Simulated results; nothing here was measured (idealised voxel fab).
Process module, titled voxel wiring stack
Section cut is 250 nm wide and gridded with 5 nm square cells.
How to read a cross-section here: the picture is a grid of square cells, written as bands going from the top down, and any band can span one or more rows of cells. Band entry format. Leading values: height of top, height of bottom, nm. Remainder: materials in left-to-right order, each with its width in nm. Special words: "everywhere" on a single material, which then fills the band edge to edge; "empty", empty space. Heights are expressed relative to 0, this being the level below which the as-received wafer comprises one material exclusively. The lowest band is unbounded in the downward direction and is denoted as in "0 and below". The notation "30..40" denotes a width that varies across the rows of cells in the band, beginning at the first number in the top row, finishing at the second number in the bottom row, and changing by an identical amount from each row to the next. "nothing changed", as given for a step, is the statement that not any cell of the cross-section underwent a change during that step. So "Enclosed void catalog" is basically the list of trapped voids: any empty space of 8 cells or more that can't reach the top through an opening. They're written width x height at distance, the distance being from the left edge, and it's all nm. Step line, after settings: the simulator's comment on this step. A step's line can hold "overlay nm"; with a mask on that step, the setting says how far right of the planned place the mask lay, while a negative setting says it lay to the left. Reading guide: pairs of cross-sections, before and after one process step; after view cut off at lowest changed band; step and settings listed under each pair. Pairs may stem from different runs of this module on the same starting wafer; continuity with the pair above only where the "Preceding state" entry states it.

# Preceding state
> 130 down to 120  SiO2 everywhere
> 120 down to 115  SiCN everywhere
> 115 down to 110  SiCN=90 | Ru=30 | SiCN=10 | Ru=30 | SiCN=90
> 110 down to 90  lowk=95 | TiN=5 | Cu=10 | TiN=5 | lowk=20 | TiN=5 | Cu=10 | TiN=5 | lowk=95
> 90 down to 85  SiCN=95 | TiN=20 | SiCN=20 | TiN=20 | SiCN=95
> 85 down to 75  lowk=95 | Ru=15 | lowk=140
> 75 down to 70  SiCN=95 | Ru=15 | SiCN=140
> 70 down to 60  lowk=95 | TiN=5 | Cu=15..10 | TiN=5..10 | lowk=15 | TiN=5 | Cu=15..10 | TiN=5..10 | lowk=90
> 60 down to 55  lowk=95 | TiN=5 | Cu=10 | TiN=5 | lowk=20 | TiN=5 | Cu=10 | TiN=5 | lowk=95
> 55 down to 50  lowk=95 | TiN=20 | lowk=20 | TiN=20 | lowk=95
> 50 down to 40  lowk=105 | TiN=10 | lowk=30 | TiN=10 | lowk=95
> 40 down to 35  SiCN=105 | TiN=10 | SiCN=30 | TiN=10 | SiCN=95
> 35 down to 15  SiO2=95 | TiN=5 | Cu=10 | TiN=5 | SiO2=20 | TiN=5 | Cu=10 | TiN=5 | SiO2=95
> 15 down to 10  SiN=95 | TiN=20 | SiN=20 | TiN=20 | SiN=95
> 10 down to 0  SiO2 everywhere
> 0 and below  Si everywhere
> Enclosed void catalog: none

# Sectional Result
> 140 down to 130  aC everywhere
> Under 130: no change, same as before.
> Enclosed void catalog: none
Between before and after as drawn above: DIRECTIONAL_DEP: material aC, thk nm 10

Preceding state: The pre-step condition corresponds to the post-step cross-section depicted in the pair directly above.

# Sectional Result
> 170 down to 140  resist=95 | empty=15 | resist=25 | empty=15 | resist=100
> Under 140: no change, same as before.
> Enclosed void catalog: none
Between before and after as drawn above: PATTERN: tone open, mask id PLUG_3, material resist, width nm 15, pitch nm 40, thk nm 30, overlay nm 0

Preceding state: The pre-step condition corresponds to the post-step cross-section depicted in the pair directly above.

# Sectional Result
> 160 down to 140  resist=95 | empty=15 | resist=25 | empty=15 | resist=100
> 140 down to 130  aC=95 | empty=15 | aC=25 | empty=15 | aC=100
> Under 130: no change, same as before.
> Enclosed void catalog: none
Between before and after as drawn above: DIRECTIONAL_ETCH: etch materials aC, depth nm 10

Preceding state: The pre-step condition corresponds to the post-step cross-section depicted in the pair directly above.

# Sectional Result
> 140 down to 130  aC=95 | empty=15 | aC=25 | empty=15 | aC=100
> Under 130: no change, same as before.
> Enclosed void catalog: none
Between before and after as drawn above: STRIP: etch materials resist

Preceding state: The pre-step condition corresponds to the post-step cross-section depicted in the pair directly above.

# Sectional Result
> 140 down to 130  aC=95 | empty=15 | aC=25 | empty=15 | aC=100
> 130 down to 120  SiO2=95 | empty=15 | SiO2=25 | empty=15 | SiO2=100
> Under 120: no change, same as before.
> Enclosed void catalog: none
Between before and after as drawn above: DIRECTIONAL_ETCH: etch materials SiO2, depth nm 10

Preceding state: The pre-step condition corresponds to the post-step cross-section depicted in the pair directly above.

# Sectional Result
> 140 down to 130  aC=95 | empty=15 | aC=25 | empty=15 | aC=100
> 130 down to 120  SiO2=95 | empty=15 | SiO2=25 | empty=15 | SiO2=100
> 120 down to 115  SiCN=95 | empty=15 | SiCN=25 | empty=15 | SiCN=100
> Under 115: no change, same as before.
> Enclosed void catalog: none
Between before and after as drawn above: DIRECTIONAL_ETCH: etch materials SiCN, depth nm 5

Preceding state: The pre-step condition corresponds to the post-step cross-section depicted in the pair directly above.

# Sectional Result
> 130 down to 120  SiO2=95 | empty=15 | SiO2=25 | empty=15 | SiO2=100
> Under 120: no change, same as before.
> Enclosed void catalog: none
Between before and after as drawn above: STRIP: etch materials aC

Preceding state: The pre-step condition corresponds to the post-step cross-section depicted in the pair directly above.

# Sectional Result
> 130 down to 125  SiO2=95 | empty=15 | SiO2=25 | empty=15 | SiO2=100
> 125 down to 120  SiO2=95 | Ru=15 | SiO2=25 | Ru=15 | SiO2=100
> 120 down to 110  SiCN=95..90 | Ru=15..30 | SiCN=25..10 | Ru=15..30 | SiCN=100..90
> Under 110: no change, same as before.
> Enclosed void catalog: none
Between before and after as drawn above: EPI: material Ru, thk nm 10

Preceding state: The pre-step condition corresponds to the post-step cross-section depicted in the pair directly above.

# Sectional Result
> 130 down to 120  SiO2=95 | Ru=15 | SiO2=25 | Ru=15 | SiO2=100
> Under 120: no change, same as before.
> Enclosed void catalog: none
Between before and after as drawn above: EPI: material Ru, thk nm 5

Preceding state: The pre-step condition corresponds to the post-step cross-section depicted in the pair directly above.

# Sectional Result
> 135 down to 130  SiN everywhere
> Under 130: no change, same as before.
> Enclosed void catalog: none
Between before and after as drawn above: CONFORMAL_DEP: material SiN, thk nm 5

Preceding state: The pre-step condition corresponds to the post-step cross-section depicted in the pair directly above.

# Sectional Result
> 150 down to 135  SiO2 everywhere
> Under 135: no change, same as before.
> Enclosed void catalog: none
Between before and after as drawn above: DIRECTIONAL_DEP: material SiO2, thk nm 15

Preceding state: The pre-step condition corresponds to the post-step cross-section depicted in the pair directly above.

# Sectional Result
> 150 down to 135  SiO2=95 | empty=20 | SiO2=20 | empty=20 | SiO2=95
> Under 135: no change, same as before.
> Enclosed void catalog: none
Between before and after as drawn above: MASKED_ETCH: tone open, mask id METAL_4, width nm 20, pitch nm 40, etch materials SiO2, depth nm 15, overlay nm 0

Preceding state: The pre-step condition corresponds to the post-step cross-section depicted in the pair directly above.

# Sectional Result
> 150 down to 135  SiO2=95 | empty=20 | SiO2=20 | empty=20 | SiO2=95
> 135 down to 130  SiN=95 | empty=20 | SiN=20 | empty=20 | SiN=95
> Under 130: no change, same as before.
> Enclosed void catalog: none
Between before and after as drawn above: MASKED_ETCH: tone open, mask id METAL_4, width nm 20, pitch nm 40, etch materials SiN, depth nm 5, overlay nm 0

Preceding state: The pre-step condition corresponds to the post-step cross-section depicted in the pair directly above.

# Sectional Result
> 155 down to 150  TiN=100 | empty=10 | TiN=30 | empty=10 | TiN=100
> 150 down to 135  SiO2=95 | TiN=5 | empty=10 | TiN=5 | SiO2=20 | TiN=5 | empty=10 | TiN=5 | SiO2=95
> 135 down to 130  SiN=95 | TiN=20 | SiN=20 | TiN=20 | SiN=95
> Under 130: no change, same as before.
> Enclosed void catalog: none
Between before and after as drawn above: CONFORMAL_DEP: material TiN, thk nm 5

Preceding state: The pre-step condition corresponds to the post-step cross-section depicted in the pair directly above.

# Sectional Result
> 165 down to 155  W everywhere
> 155 down to 150  TiN=100 | W=10 | TiN=30 | W=10 | TiN=100
> 150 down to 135  SiO2=95 | TiN=5 | W=10 | TiN=5 | SiO2=20 | TiN=5 | W=10 | TiN=5 | SiO2=95
> Under 135: no change, same as before.
> Enclosed void catalog: none
Between before and after as drawn above: FILL_DEP: material W, thk nm 10

Preceding state: The pre-step condition corresponds to the post-step cross-section depicted in the pair directly above.

# Sectional Result
> 150 down to 135  SiO2=95 | TiN=5 | W=10 | TiN=5 | SiO2=20 | TiN=5 | W=10 | TiN=5 | SiO2=95
> Under 135: no change, same as before.
> Enclosed void catalog: none
Between before and after as drawn above: CMP: height nm 150

Preceding state: The pre-step condition corresponds to the post-step cross-section depicted in the pair directly above.

# Sectional Result
> 155 down to 150  empty=90 | Ru=30 | empty=10 | Ru=30 | empty=90
> Under 150: no change, same as before.
> Enclosed void catalog: none
Between before and after as drawn above: EPI: material Ru, thk nm 5

Preceding state: The pre-step condition corresponds to the post-step cross-section depicted in the pair directly above.

# Sectional Result
> 160 down to 155  SiCN everywhere
> 155 down to 150  SiCN=90 | Ru=30 | SiCN=10 | Ru=30 | SiCN=90
> Under 150: no change, same as before.
> Enclosed void catalog: none
Between before and after as drawn above: FILL_DEP: material SiCN, thk nm 5

# Preceding state
> 150 down to 135  SiO2=95 | empty=20 | SiO2=20 | empty=20 | SiO2=95
> 135 down to 130  SiN=95 | empty=20 | SiN=20 | empty=20 | SiN=95
> 130 down to 120  SiO2=95 | Ru=15 | SiO2=25 | Ru=15 | SiO2=100
> 120 down to 110  SiCN=95..90 | Ru=15..30 | SiCN=25..10 | Ru=15..30 | SiCN=100..90
> 110 down to 90  lowk=95 | TiN=5 | Cu=10 | TiN=5 | lowk=20 | TiN=5 | Cu=10 | TiN=5 | lowk=95
> 90 down to 85  SiCN=95 | TiN=20 | SiCN=20 | TiN=20 | SiCN=95
> 85 down to 75  lowk=95 | Ru=15 | lowk=140
> 75 down to 70  SiCN=95 | Ru=15 | SiCN=140
> 70 down to 55  lowk=95 | TiN=5 | Cu=10 | TiN=5 | lowk=20 | TiN=5 | Cu=10 | TiN=5 | lowk=95
> 55 down to 50  lowk=95 | TiN=5 | Cu=5 | TiN=10 | lowk=20 | TiN=5 | Cu=5 | TiN=10 | lowk=95
> 50 down to 40  lowk=95 | TiN=5 | Cu=5 | TiN=5 | lowk=25 | TiN=5 | Cu=5 | TiN=5 | lowk=100
> 40 down to 35  SiCN=95 | TiN=15 | SiCN=25 | TiN=15 | SiCN=100
> 35 down to 15  SiO2=95 | TiN=5 | Cu=10 | TiN=5 | SiO2=20 | TiN=5 | Cu=10 | TiN=5 | SiO2=95
> 15 down to 10  SiN=95 | TiN=20 | SiN=20 | TiN=20 | SiN=95
> 10 down to 0  SiO2 everywhere
> 0 and below  Si everywhere
> Enclosed void catalog: none

# Sectional Result
> 155 down to 150  SiCN=100 | empty=10 | SiCN=30 | empty=10 | SiCN=100
> 150 down to 135  SiO2=95 | SiCN=5 | empty=10 | SiCN=5 | SiO2=20 | SiCN=5 | empty=10 | SiCN=5 | SiO2=95
> 135 down to 130  SiN=95 | SiCN=20 | SiN=20 | SiCN=20 | SiN=95
> Under 130: no change, same as before.
> Enclosed void catalog: none
Between before and after as drawn above: CONFORMAL_DEP: material SiCN, thk nm 5

Preceding state: The pre-step condition corresponds to the post-step cross-section depicted in the pair directly above.

# Sectional Result
> 165 down to 155  W everywhere
> 155 down to 150  SiCN=100 | W=10 | SiCN=30 | W=10 | SiCN=100
> 150 down to 135  SiO2=95 | SiCN=5 | W=10 | SiCN=5 | SiO2=20 | SiCN=5 | W=10 | SiCN=5 | SiO2=95
> Under 135: no change, same as before.
> Enclosed void catalog: none
Between before and after as drawn above: FILL_DEP: material W, thk nm 10

Preceding state: The pre-step condition corresponds to the post-step cross-section depicted in the pair directly above.

# Sectional Result
> 150 down to 135  SiO2=95 | SiCN=5 | W=10 | SiCN=5 | SiO2=20 | SiCN=5 | W=10 | SiCN=5 | SiO2=95
> Under 135: no change, same as before.
> Enclosed void catalog: none
Between before and after as drawn above: CMP: height nm 150

Preceding state: The pre-step condition corresponds to the post-step cross-section depicted in the pair directly above.

# Sectional Result
> 155 down to 150  empty=95 | Ru=20 | empty=20 | Ru=20 | empty=95
> Under 150: no change, same as before.
> Enclosed void catalog: none
Between before and after as drawn above: EPI: material Ru, thk nm 5

Preceding state: The pre-step condition corresponds to the post-step cross-section depicted in the pair directly above.

# Sectional Result
> 160 down to 155  SiCN everywhere
> 155 down to 150  SiCN=95 | Ru=20 | SiCN=20 | Ru=20 | SiCN=95
> Under 150: no change, same as before.
> Enclosed void catalog: none
Between before and after as drawn above: FILL_DEP: material SiCN, thk nm 5

# Preceding state
> 70 down to 40  lowk everywhere
> 40 down to 35  SiCN everywhere
> 35 down to 15  SiO2=95 | TiN=5 | Cu=10 | TiN=5 | SiO2=20 | TiN=5 | Cu=10 | TiN=5 | SiO2=95
> 15 down to 10  SiN=95 | TiN=20 | SiN=20 | TiN=20 | SiN=95
> 10 down to 0  SiO2 everywhere
> 0 and below  Si everywhere
> Enclosed void catalog: none

# Sectional Result
> 70 down to 50  empty=95 | lowk=20 | empty=20 | lowk=20 | empty=95
> Under 50: no change, same as before.
> Enclosed void catalog: none
Between before and after as drawn above: MASKED_ETCH: tone cover, mask id METAL_2, width nm 20, pitch nm 40, etch materials lowk, depth nm 20, overlay nm 0

Preceding state: The pre-step condition corresponds to the post-step cross-section depicted in the pair directly above.

# Sectional Result
> 90 down to 70  resist=95 | empty=15 | resist=25 | empty=15 | resist=100
> 70 down to 50  resist=95 | lowk=20 | resist=20 | lowk=20 | resist=95
> Under 50: no change, same as before.
> Enclosed void catalog: none
Between before and after as drawn above: PATTERN: tone open, mask id METAL_2_HOLES, material resist, width nm 15, pitch nm 40, thk nm 20, overlay nm 0

Preceding state: The pre-step condition corresponds to the post-step cross-section depicted in the pair directly above.

# Sectional Result
> 90 down to 70  resist=95 | empty=15 | resist=25 | empty=15 | resist=100
> 70 down to 60  resist=95 | empty=15 | lowk=5 | resist=20 | empty=15 | lowk=5 | resist=95
> Under 60: no change, same as before.
> Enclosed void catalog: none
Between before and after as drawn above: DIRECTIONAL_ETCH: etch materials lowk, depth nm 10

Preceding state: The pre-step condition corresponds to the post-step cross-section depicted in the pair directly above.

# Sectional Result
> 70 down to 60  empty=110 | lowk=5 | empty=35 | lowk=5 | empty=95
> 60 down to 50  empty=95 | lowk=20 | empty=20 | lowk=20 | empty=95
> Under 50: no change, same as before.
> Enclosed void catalog: none
Between before and after as drawn above: STRIP: etch materials resist

Preceding state: The pre-step condition corresponds to the post-step cross-section depicted in the pair directly above.

# Sectional Result
> 75 down to 70  empty=105 | TiN=15 | empty=25 | TiN=15 | empty=90
> 70 down to 60  empty=105..90 | TiN=5..20 | lowk=5 | TiN=5 | empty=25..10 | TiN=5..20 | lowk=5 | TiN=5 | empty=90
> 60 down to 55  empty=90 | TiN=5 | lowk=20 | TiN=5 | empty=10 | TiN=5 | lowk=20 | TiN=5 | empty=90
> 55 down to 50  TiN=95 | lowk=20 | TiN=20 | lowk=20 | TiN=95
> Under 50: no change, same as before.
> Enclosed void catalog: none
Between before and after as drawn above: CONFORMAL_DEP: material TiN, thk nm 5

Preceding state: The pre-step condition corresponds to the post-step cross-section depicted in the pair directly above.

# Sectional Result
> 85 down to 75  Cu everywhere
> 75 down to 70  Cu=105 | TiN=15 | Cu=25 | TiN=15 | Cu=90
> 70 down to 60  Cu=105..90 | TiN=5..20 | lowk=5 | TiN=5 | Cu=25..10 | TiN=5..20 | lowk=5 | TiN=5 | Cu=90
> 60 down to 55  Cu=90 | TiN=5 | lowk=20 | TiN=5 | Cu=10 | TiN=5 | lowk=20 | TiN=5 | Cu=90
> Under 55: no change, same as before.
> Enclosed void catalog: none
Between before and after as drawn above: FILL_DEP: material Cu, thk nm 10

Preceding state: The pre-step condition corresponds to the post-step cross-section depicted in the pair directly above.

# Sectional Result
> 70 down to 60  Cu=105..90 | TiN=5..20 | lowk=5 | TiN=5 | Cu=25..10 | TiN=5..20 | lowk=5 | TiN=5 | Cu=90
> Under 60: no change, same as before.
> Enclosed void catalog: none
Between before and after as drawn above: CMP: height nm 70

Preceding state: The pre-step condition corresponds to the post-step cross-section depicted in the pair directly above.

# Sectional Result
> 75 down to 70  SiCN everywhere
> Under 70: no change, same as before.
> Enclosed void catalog: none
Between before and after as drawn above: CONFORMAL_DEP: material SiCN, thk nm 5

Preceding state: The pre-step condition corresponds to the post-step cross-section depicted in the pair directly above.

# Sectional Result
> 85 down to 75  lowk everywhere
> Under 75: no change, same as before.
> Enclosed void catalog: none
Between before and after as drawn above: DIRECTIONAL_DEP: material lowk, thk nm 10

Preceding state: The pre-step condition corresponds to the post-step cross-section depicted in the pair directly above.

# Sectional Result
> 100 down to 85  aC everywhere
> Under 85: no change, same as before.
> Enclosed void catalog: none
Between before and after as drawn above: DIRECTIONAL_DEP: material aC, thk nm 15

Preceding state: The pre-step condition corresponds to the post-step cross-section depicted in the pair directly above.

# Sectional Result
> 135 down to 100  resist=95 | empty=15 | resist=140
> Under 100: no change, same as before.
> Enclosed void catalog: none
Between before and after as drawn above: PATTERN: tone open, mask id PLUG_2, material resist, width nm 15, thk nm 35, overlay nm 0

Preceding state: The pre-step condition corresponds to the post-step cross-section depicted in the pair directly above.

# Sectional Result
> 120 down to 100  resist=95 | empty=15 | resist=140
> 100 down to 85  aC=95 | empty=15 | aC=140
> Under 85: no change, same as before.
> Enclosed void catalog: none
Between before and after as drawn above: DIRECTIONAL_ETCH: etch materials aC, depth nm 15

Preceding state: The pre-step condition corresponds to the post-step cross-section depicted in the pair directly above.

# Sectional Result
> 100 down to 85  aC=95 | empty=15 | aC=140
> Under 85: no change, same as before.
> Enclosed void catalog: none
Between before and after as drawn above: STRIP: etch materials resist

Preceding state: The pre-step condition corresponds to the post-step cross-section depicted in the pair directly above.

# Sectional Result
> 100 down to 85  aC=95 | empty=15 | aC=140
> 85 down to 75  lowk=95 | empty=15 | lowk=140
> Under 75: no change, same as before.
> Enclosed void catalog: none
Between before and after as drawn above: DIRECTIONAL_ETCH: etch materials lowk, depth nm 10

Preceding state: The pre-step condition corresponds to the post-step cross-section depicted in the pair directly above.

# Sectional Result
> 100 down to 85  aC=95 | empty=15 | aC=140
> 85 down to 75  lowk=95 | empty=15 | lowk=140
> 75 down to 70  SiCN=95 | empty=15 | SiCN=140
> Under 70: no change, same as before.
> Enclosed void catalog: none
Between before and after as drawn above: DIRECTIONAL_ETCH: etch materials SiCN, depth nm 5

Preceding state: The pre-step condition corresponds to the post-step cross-section depicted in the pair directly above.

# Sectional Result
> 85 down to 75  lowk=95 | empty=15 | lowk=140
> Under 75: no change, same as before.
> Enclosed void catalog: none
Between before and after as drawn above: STRIP: etch materials aC

Preceding state: The pre-step condition corresponds to the post-step cross-section depicted in the pair directly above.

# Sectional Result
> 85 down to 80  lowk=95 | empty=15 | lowk=140
> 80 down to 75  lowk=95 | Ru=15 | lowk=140
> 75 down to 70  SiCN=95 | Ru=15 | SiCN=140
> Under 70: no change, same as before.
> Enclosed void catalog: none
Between before and after as drawn above: EPI: material Ru, thk nm 10

Preceding state: The pre-step condition corresponds to the post-step cross-section depicted in the pair directly above.

# Sectional Result
> 85 down to 75  lowk=95 | Ru=15 | lowk=140
> Under 75: no change, same as before.
> Enclosed void catalog: none
Between before and after as drawn above: EPI: material Ru, thk nm 5

Preceding state: The pre-step condition corresponds to the post-step cross-section depicted in the pair directly above.

# Sectional Result
> 90 down to 85  SiCN everywhere
> Under 85: no change, same as before.
> Enclosed void catalog: none
Between before and after as drawn above: CONFORMAL_DEP: material SiCN, thk nm 5

Preceding state: The pre-step condition corresponds to the post-step cross-section depicted in the pair directly above.

# Sectional Result
> 110 down to 90  lowk everywhere
> Under 90: no change, same as before.
> Enclosed void catalog: none
Between before and after as drawn above: DIRECTIONAL_DEP: material lowk, thk nm 20

Preceding state: The pre-step condition corresponds to the post-step cross-section depicted in the pair directly above.

# Sectional Result
> 125 down to 110  resist=95 | empty=20 | resist=20 | empty=20 | resist=95
> Under 110: no change, same as before.
> Enclosed void catalog: none
Between before and after as drawn above: PATTERN: tone open, mask id METAL_3, material resist, width nm 20, pitch nm 40, thk nm 15, overlay nm 0

Preceding state: The pre-step condition corresponds to the post-step cross-section depicted in the pair directly above.

# Sectional Result
> 125 down to 110  resist=95 | empty=20 | resist=20 | empty=20 | resist=95
> 110 down to 90  lowk=95 | empty=20 | lowk=20 | empty=20 | lowk=95
> Under 90: no change, same as before.
> Enclosed void catalog: none
Between before and after as drawn above: DIRECTIONAL_ETCH: etch materials lowk, depth nm 20

Preceding state: The pre-step condition corresponds to the post-step cross-section depicted in the pair directly above.

# Sectional Result
> 125 down to 110  resist=95 | empty=20 | resist=20 | empty=20 | resist=95
> 110 down to 90  lowk=95 | empty=20 | lowk=20 | empty=20 | lowk=95
> 90 down to 85  SiCN=95 | empty=20 | SiCN=20 | empty=20 | SiCN=95
> Under 85: no change, same as before.
> Enclosed void catalog: none
Between before and after as drawn above: DIRECTIONAL_ETCH: etch materials SiCN, depth nm 5

Preceding state: The pre-step condition corresponds to the post-step cross-section depicted in the pair directly above.

# Sectional Result
> 110 down to 90  lowk=95 | empty=20 | lowk=20 | empty=20 | lowk=95
> Under 90: no change, same as before.
> Enclosed void catalog: none
Between before and after as drawn above: STRIP: etch materials resist

Preceding state: The pre-step condition corresponds to the post-step cross-section depicted in the pair directly above.

# Sectional Result
> 115 down to 110  TiN=100 | empty=10 | TiN=30 | empty=10 | TiN=100
> 110 down to 90  lowk=95 | TiN=5 | empty=10 | TiN=5 | lowk=20 | TiN=5 | empty=10 | TiN=5 | lowk=95
> 90 down to 85  SiCN=95 | TiN=20 | SiCN=20 | TiN=20 | SiCN=95
> Under 85: no change, same as before.
> Enclosed void catalog: none
Between before and after as drawn above: CONFORMAL_DEP: material TiN, thk nm 5

Preceding state: The pre-step condition corresponds to the post-step cross-section depicted in the pair directly above.

# Sectional Result
> 120 down to 115  Cu everywhere
> 115 down to 110  TiN=100 | Cu=10 | TiN=30 | Cu=10 | TiN=100
> 110 down to 90  lowk=95 | TiN=5 | Cu=10 | TiN=5 | lowk=20 | TiN=5 | Cu=10 | TiN=5 | lowk=95
> Under 90: no change, same as before.
> Enclosed void catalog: none
Between before and after as drawn above: FILL_DEP: material Cu, thk nm 5

Preceding state: The pre-step condition corresponds to the post-step cross-section depicted in the pair directly above.

# Sectional Result
> 110 down to 90  lowk=95 | TiN=5 | Cu=10 | TiN=5 | lowk=20 | TiN=5 | Cu=10 | TiN=5 | lowk=95
> Under 90: no change, same as before.
> Enclosed void catalog: none
Between before and after as drawn above: CMP: height nm 110

Preceding state: The pre-step condition corresponds to the post-step cross-section depicted in the pair directly above.

# Sectional Result
> 115 down to 110  empty=90 | Ru=30 | empty=10 | Ru=30 | empty=90
> Under 110: no change, same as before.
> Enclosed void catalog: none
Between before and after as drawn above: EPI: material Ru, thk nm 5

Preceding state: The pre-step condition corresponds to the post-step cross-section depicted in the pair directly above.

# Sectional Result
> 120 down to 115  SiCN everywhere
> 115 down to 110  SiCN=90 | Ru=30 | SiCN=10 | Ru=30 | SiCN=90
> Under 110: no change, same as before.
> Enclosed void catalog: none
Between before and after as drawn above: FILL_DEP: material SiCN, thk nm 5

Preceding state: The pre-step condition corresponds to the post-step cross-section depicted in the pair directly above.

# Sectional Result
> 130 down to 120  SiO2 everywhere
> Under 120: no change, same as before.
> Enclosed void catalog: none
Between before and after as drawn above: DIRECTIONAL_DEP: material SiO2, thk nm 10

Preceding state: The pre-step condition corresponds to the post-step cross-section depicted in the pair directly above.

# Sectional Result
> 140 down to 130  aC everywhere
> Under 130: no change, same as before.
> Enclosed void catalog: none
Between before and after as drawn above: DIRECTIONAL_DEP: material aC, thk nm 10

Preceding state: The pre-step condition corresponds to the post-step cross-section depicted in the pair directly above.

# Sectional Result
> 170 down to 140  resist=95 | empty=15 | resist=25 | empty=15 | resist=100
> Under 140: no change, same as before.
> Enclosed void catalog: none
Between before and after as drawn above: PATTERN: tone open, mask id PLUG_3, material resist, width nm 15, pitch nm 40, thk nm 30, overlay nm 0

Preceding state: The pre-step condition corresponds to the post-step cross-section depicted in the pair directly above.

# Sectional Result
> 160 down to 140  resist=95 | empty=15 | resist=25 | empty=15 | resist=100
> 140 down to 130  aC=95 | empty=15 | aC=25 | empty=15 | aC=100
> Under 130: no change, same as before.
> Enclosed void catalog: none
Between before and after as drawn above: DIRECTIONAL_ETCH: etch materials aC, depth nm 10

Preceding state: The pre-step condition corresponds to the post-step cross-section depicted in the pair directly above.

# Sectional Result
> 140 down to 130  aC=95 | empty=15 | aC=25 | empty=15 | aC=100
> Under 130: no change, same as before.
> Enclosed void catalog: none
Between before and after as drawn above: STRIP: etch materials resist

Preceding state: The pre-step condition corresponds to the post-step cross-section depicted in the pair directly above.

# Sectional Result
> 140 down to 130  aC=95 | empty=15 | aC=25 | empty=15 | aC=100
> 130 down to 120  SiO2=95 | empty=15 | SiO2=25 | empty=15 | SiO2=100
> Under 120: no change, same as before.
> Enclosed void catalog: none
Between before and after as drawn above: DIRECTIONAL_ETCH: etch materials SiO2, depth nm 10

Preceding state: The pre-step condition corresponds to the post-step cross-section depicted in the pair directly above.

# Sectional Result
> 140 down to 130  aC=95 | empty=15 | aC=25 | empty=15 | aC=100
> 130 down to 120  SiO2=95 | empty=15 | SiO2=25 | empty=15 | SiO2=100
> 120 down to 115  SiCN=95 | empty=15 | SiCN=25 | empty=15 | SiCN=100
> Under 115: no change, same as before.
> Enclosed void catalog: none
Between before and after as drawn above: DIRECTIONAL_ETCH: etch materials SiCN, depth nm 5

Preceding state: The pre-step condition corresponds to the post-step cross-section depicted in the pair directly above.

# Sectional Result
> 130 down to 120  SiO2=95 | empty=15 | SiO2=25 | empty=15 | SiO2=100
> Under 120: no change, same as before.
> Enclosed void catalog: none
Between before and after as drawn above: STRIP: etch materials aC

Preceding state: The pre-step condition corresponds to the post-step cross-section depicted in the pair directly above.

# Sectional Result
> 130 down to 125  SiO2=95 | empty=15 | SiO2=25 | empty=15 | SiO2=100
> 125 down to 120  SiO2=95 | Ru=15 | SiO2=25 | Ru=15 | SiO2=100
> 120 down to 110  SiCN=95..90 | Ru=15..30 | SiCN=25..10 | Ru=15..30 | SiCN=100..90
> Under 110: no change, same as before.
> Enclosed void catalog: none
Between before and after as drawn above: EPI: material Ru, thk nm 10

Preceding state: The pre-step condition corresponds to the post-step cross-section depicted in the pair directly above.

# Sectional Result
> 130 down to 120  SiO2=95 | Ru=15 | SiO2=25 | Ru=15 | SiO2=100
> Under 120: no change, same as before.
> Enclosed void catalog: none
Between before and after as drawn above: EPI: material Ru, thk nm 5

Preceding state: The pre-step condition corresponds to the post-step cross-section depicted in the pair directly above.

# Sectional Result
> 135 down to 130  SiN everywhere
> Under 130: no change, same as before.
> Enclosed void catalog: none
Between before and after as drawn above: CONFORMAL_DEP: material SiN, thk nm 5

Preceding state: The pre-step condition corresponds to the post-step cross-section depicted in the pair directly above.

# Sectional Result
> 150 down to 135  SiO2 everywhere
> Under 135: no change, same as before.
> Enclosed void catalog: none
Between before and after as drawn above: DIRECTIONAL_DEP: material SiO2, thk nm 15

Preceding state: The pre-step condition corresponds to the post-step cross-section depicted in the pair directly above.

# Sectional Result
> 150 down to 135  SiO2=95 | empty=20 | SiO2=20 | empty=20 | SiO2=95
> Under 135: no change, same as before.
> Enclosed void catalog: none
Between before and after as drawn above: MASKED_ETCH: tone open, mask id METAL_4, width nm 20, pitch nm 40, etch materials SiO2, depth nm 15, overlay nm 0

Preceding state: The pre-step condition corresponds to the post-step cross-section depicted in the pair directly above.

# Sectional Result
> 150 down to 135  SiO2=95 | empty=20 | SiO2=20 | empty=20 | SiO2=95
> 135 down to 130  SiN=95 | empty=20 | SiN=20 | empty=20 | SiN=95
> Under 130: no change, same as before.
> Enclosed void catalog: none
Between before and after as drawn above: MASKED_ETCH: tone open, mask id METAL_4, width nm 20, pitch nm 40, etch materials SiN, depth nm 5, overlay nm 0

Preceding state: The pre-step condition corresponds to the post-step cross-section depicted in the pair directly above.

# Sectional Result
> 155 down to 150  TiN=100 | empty=10 | TiN=30 | empty=10 | TiN=100
> 150 down to 135  SiO2=95 | TiN=5 | empty=10 | TiN=5 | SiO2=20 | TiN=5 | empty=10 | TiN=5 | SiO2=95
> 135 down to 130  SiN=95 | TiN=20 | SiN=20 | TiN=20 | SiN=95
> Under 130: no change, same as before.
> Enclosed void catalog: none
Between before and after as drawn above: CONFORMAL_DEP: material TiN, thk nm 5

Preceding state: The pre-step condition corresponds to the post-step cross-section depicted in the pair directly above.

# Sectional Result
> 165 down to 155  W everywhere
> 155 down to 150  TiN=100 | W=10 | TiN=30 | W=10 | TiN=100
> 150 down to 135  SiO2=95 | TiN=5 | W=10 | TiN=5 | SiO2=20 | TiN=5 | W=10 | TiN=5 | SiO2=95
> Under 135: no change, same as before.
> Enclosed void catalog: none
Between before and after as drawn above: FILL_DEP: material W, thk nm 10

Preceding state: The pre-step condition corresponds to the post-step cross-section depicted in the pair directly above.

# Sectional Result
> 150 down to 135  SiO2=95 | TiN=5 | W=10 | TiN=5 | SiO2=20 | TiN=5 | W=10 | TiN=5 | SiO2=95
> Under 135: no change, same as before.
> Enclosed void catalog: none
Between before and after as drawn above: CMP: height nm 150

Preceding state: The pre-step condition corresponds to the post-step cross-section depicted in the pair directly above.

# Sectional Result
> 155 down to 150  empty=90 | Ru=30 | empty=10 | Ru=30 | empty=90
> Under 150: no change, same as before.
> Enclosed void catalog: none
Between before and after as drawn above: EPI: material Ru, thk nm 5

Preceding state: The pre-step condition corresponds to the post-step cross-section depicted in the pair directly above.

# Sectional Result
> 160 down to 155  SiCN everywhere
> 155 down to 150  SiCN=90 | Ru=30 | SiCN=10 | Ru=30 | SiCN=90
> Under 150: no change, same as before.
> Enclosed void catalog: none
Between before and after as drawn above: FILL_DEP: material SiCN, thk nm 5
